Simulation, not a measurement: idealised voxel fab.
Herein follows the process module entitled voxel transistor to metal.
Each square cell in cross-section cut measures 5 nm, and the section as a whole is 195 nm wide.
For the purposes of this document, a cross-section shall be understood as a grid of square cells, specified as bands listed in top-to-bottom order, each band consisting of one or more rows of cells.
The entry gives the band's vertical extent as a top height and a bottom height in nm, then its horizontal make-up as materials from left to right, each with a width in nm. "blank" stands for empty space; a single material marked "edge to edge" fills the band edge to edge.
All heights in this document are referenced to 0, defined as the level beneath which the wafer, as received, consists entirely of one material. The lowest band is not bounded below; it extends indefinitely downward and is written in the form "0..down".
Per-row width for "30->40": begins at first number (top row of band), ends at second number (bottom row), increment between rows held constant.
Take "identical to before" at face value: in the step it is given for, the cross-section changed in none of its cells.
So "Closed void register" is basically the list of trapped voids: any empty space of 8 cells or more that can't reach the top through an opening. They're written width x height at distance, the distance being from the left edge, and it's all nm.
Past the settings on a step's line: simulator remark, on that step.
"overlay nm", when on a step's line for a step with a mask, measures how far to the right of its planned place the mask lay; a negative measure means to the left.
These are the steps we planned for the process:
| 1 | op RECEIVE | material Si |
| 2 | op CONFORMAL_DEP | material SiO2 | thk nm 5 |
| 3 | op CONFORMAL_DEP | material SiN | thk nm 10 |
| 4 | op PATTERN | tone cover | mask id ACTIVE | material resist | width nm 110 | thk nm 20 | overlay nm 0 |
| 5 | op DIRECTIONAL_ETCH | etch materials SiN | depth nm 10 |
| 6 | op DIRECTIONAL_ETCH | etch materials SiO2 | depth nm 5 |
| 7 | op DIRECTIONAL_ETCH | etch materials Si | depth nm 20 |
| 8 | op STRIP | etch materials resist |
| 9 | op FILL_DEP | material SiO2 | thk nm 5 |
| 10 | op CMP | height nm 15 |
| 11 | op SELECTIVE_ETCH | etch materials SiO2 | depth nm 5 |
| 12 | op STRIP | etch materials SiN |
| 13 | op SELECTIVE_ETCH | etch materials SiO2 | depth nm 5 |
| 14 | op OXIDIZE | depth nm 5 |
| 15 | op DIRECTIONAL_DEP | material polySi | thk nm 20 |
| 16 | op DIRECTIONAL_DEP | material SiCN | thk nm 15 |
| 17 | op MASKED_ETCH | tone cover | mask id GATE | width nm 30 | etch materials SiCN | depth nm 25 | overlay nm 0 |
| 18 | op MASKED_ETCH | tone cover | mask id GATE | width nm 30 | etch materials polySi | depth nm 30 | overlay nm 0 |
| 19 | op CONFORMAL_DEP | material SiN | thk nm 5 |
| 20 | op DIRECTIONAL_ETCH | etch materials SiN | depth nm 5 |
| 21 | op DIRECTIONAL_ETCH | etch materials SiO2 | depth nm 5 |
| 22 | op EPI | material nSi | thk nm 5 |
| 23 | op FILL_DEP | material SiO2 | thk nm 10 |
| 24 | op CMP | height nm 20 |
| 25 | op STRIP | etch materials polySi |
| 26 | op SELECTIVE_ETCH | etch materials SiO2 | depth nm 5 |
| 27 | op CONFORMAL_DEP | material HfO2 | thk nm 5 |
| 28 | op CONFORMAL_DEP | material TiN | thk nm 5 |
| 29 | op FILL_DEP | material W | thk nm 5 |
| 30 | op CMP | height nm 15 |
| 31 | op DIRECTIONAL_DEP | material SiO2 | thk nm 15 |
| 32 | op DIRECTIONAL_DEP | material aC | thk nm 15 |
| 33 | op PATTERN | tone open | mask id CONTACT | material resist | width nm 15 | pitch nm 75 | thk nm 35 | overlay nm 0 |
| 34 | op DIRECTIONAL_ETCH | etch materials aC | depth nm 15 |
| 35 | op STRIP | etch materials resist |
| 36 | op DIRECTIONAL_ETCH | etch materials SiO2 | depth nm 30 |
| 37 | op STRIP | etch materials aC |
| 38 | op CONFORMAL_DEP | material TiN | thk nm 5 |
| 39 | op FILL_DEP | material Ru | thk nm 10 |
| 40 | op CMP | height nm 30 |
| 41 | op DIRECTIONAL_DEP | material TiN | thk nm 5 |
| 42 | op DIRECTIONAL_DEP | material Ru | thk nm 20 |
| 43 | op MASKED_ETCH | tone cover | mask id METAL_1 | width nm 15 | pitch nm 75 | etch materials Ru | depth nm 20 | overlay nm 0 |
| 44 | op MASKED_ETCH | tone cover | mask id METAL_1 | width nm 15 | pitch nm 75 | etch materials TiN | depth nm 5 | overlay nm 0 |
| 45 | op FILL_DEP | material lowk | thk nm 5 |
| 46 | op CMP | height nm 55 |
| 47 | op CONFORMAL_DEP | material SiCN | thk nm 5 |
| 48 | op DIRECTIONAL_DEP | material lowk | thk nm 35 |
| 49 | op DIRECTIONAL_DEP | material aC | thk nm 15 |
| 50 | op PATTERN | tone open | mask id METAL_2 | material resist | width nm 15 | pitch nm 75 | thk nm 35 | overlay nm 0 |
| 51 | op DIRECTIONAL_ETCH | etch materials aC | depth nm 15 |
| 52 | op STRIP | etch materials resist |
| 53 | op DIRECTIONAL_ETCH | etch materials lowk | depth nm 20 |
| 54 | op STRIP | etch materials aC |
| 55 | op DIRECTIONAL_DEP | material aC | thk nm 15 |
| 56 | op PATTERN | tone open | mask id METAL_2_HOLES | material resist | width nm 15 | pitch nm 75 | thk nm 35 | overlay nm 0 |
| 57 | op DIRECTIONAL_ETCH | etch materials aC | depth nm 15 |
| 58 | op STRIP | etch materials resist |
| 59 | op DIRECTIONAL_ETCH | etch materials lowk | depth nm 15 |
| 60 | op DIRECTIONAL_ETCH | etch materials SiCN | depth nm 5 |
| 61 | op STRIP | etch materials aC |
| 62 | op CONFORMAL_DEP | material TiN | thk nm 5 |
| 63 | op FILL_DEP | material Ru | thk nm 5 |
| 64 | op CMP | height nm 95 |
| 65 | op CONFORMAL_DEP | material SiN | thk nm 5 |
Cross-section of the wafer at receipt, which is the condition after step 1:
- 0..down | Si edge to edge
- Closed void register: none
Here's the cross-section of the first of our two wafers at the end of the module - it ran as planned:
- 100..95 | SiN edge to edge
- 95..60 | lowk 50 nm / TiN 5 nm / Ru 5 nm / TiN 5 nm / lowk 60 nm / TiN 5 nm / Ru 5 nm / TiN 5 nm / lowk 55 nm
- 60..55 | SiCN 50 nm / TiN 15 nm / SiCN 60 nm / TiN 15 nm / SiCN 55 nm
- 55..35 | lowk 50 nm / Ru 15 nm / lowk 60 nm / Ru 15 nm / lowk 55 nm
- 35..30 | lowk 50 nm / TiN 15 nm / lowk 60 nm / TiN 15 nm / lowk 55 nm
- 30..15 | SiO2 50 nm / TiN 5 nm / Ru 5 nm / TiN 5 nm / SiO2 60 nm / TiN 5 nm / Ru 5 nm / TiN 5 nm / SiO2 55 nm
- 15..5 | SiO2 50 nm / TiN 5 nm / Ru 5 nm / TiN 5 nm / SiO2 10 nm / SiN 5 nm / HfO2 5 nm / TiN 5 nm / W 10 nm / TiN 5 nm / HfO2 5 nm / SiN 5 nm / SiO2 10 nm / TiN 5 nm / Ru 5 nm / TiN 5 nm / SiO2 55 nm
- 5..0 | SiO2 35 nm / SiN 5 nm / SiO2 10 nm / TiN 15 nm / SiO2 10 nm / SiN 5 nm / HfO2 5 nm / TiN 20 nm / HfO2 5 nm / SiN 5 nm / SiO2 10 nm / TiN 15 nm / SiO2 10 nm / SiN 5 nm / SiO2 40 nm
- 0..-5 | SiO2 40 nm / nSi 35 nm / HfO2 40 nm / nSi 35 nm / SiO2 45 nm
- -5..-20 | SiO2 40 nm / Si 110 nm / SiO2 45 nm
- -20..down | Si edge to edge
- Closed void register: none
Now the second wafer, cross-sectioned at the end of the module. Nothing different at the start, nothing different in the plan compared with the first, just one mistake when it was actually run:
- 100..95 | SiN edge to edge
- 95..60 | lowk 50 nm / TiN 5 nm / Ru 5 nm / TiN 5 nm / lowk 60 nm / TiN 5 nm / Ru 5 nm / TiN 5 nm / lowk 55 nm
- 60..55 | SiCN 50 nm / TiN 15 nm / SiCN 60 nm / TiN 15 nm / SiCN 55 nm
- 55..35 | lowk 50 nm / Ru 15 nm / lowk 60 nm / Ru 15 nm / lowk 55 nm
- 35..30 | lowk 50 nm / TiN 15 nm / lowk 60 nm / TiN 15 nm / lowk 55 nm
- 30..15 | SiO2 50 nm / TiN 5 nm / Ru 5 nm / TiN 5 nm / SiO2 60 nm / TiN 5 nm / Ru 5 nm / TiN 5 nm / SiO2 55 nm
- 15..10 | SiO2 50 nm / TiN 15 nm / SiO2 10 nm / SiN 5 nm / HfO2 5 nm / TiN 5 nm / W 10 nm / TiN 5 nm / HfO2 5 nm / SiN 5 nm / SiO2 10 nm / TiN 15 nm / SiO2 55 nm
- 10..5 | SiO2 35 nm / nSi 40 nm / SiN 5 nm / HfO2 5 nm / TiN 5 nm / W 10 nm / TiN 5 nm / HfO2 5 nm / SiN 5 nm / nSi 40 nm / SiO2 40 nm
- 5..0 | SiO2 35 nm / SiN 5 nm / nSi 35 nm / SiN 5 nm / HfO2 5 nm / TiN 20 nm / HfO2 5 nm / SiN 5 nm / nSi 35 nm / SiN 5 nm / SiO2 40 nm
- 0..-5 | SiO2 40 nm / nSi 35 nm / HfO2 40 nm / nSi 35 nm / SiO2 45 nm
- -5..-20 | SiO2 40 nm / Si 110 nm / SiO2 45 nm
- -20..down | Si edge to edge
- Closed void register: none
Run error: step 22 ran with different settings than intended, the actual operation and settings being op EPI | material nSi | thk nm 15
FYI, end of process, the second wafer has more or fewer cells of some materials than the first: -4 Ru, -18 SiO2, -8 TiN, +30 nSi
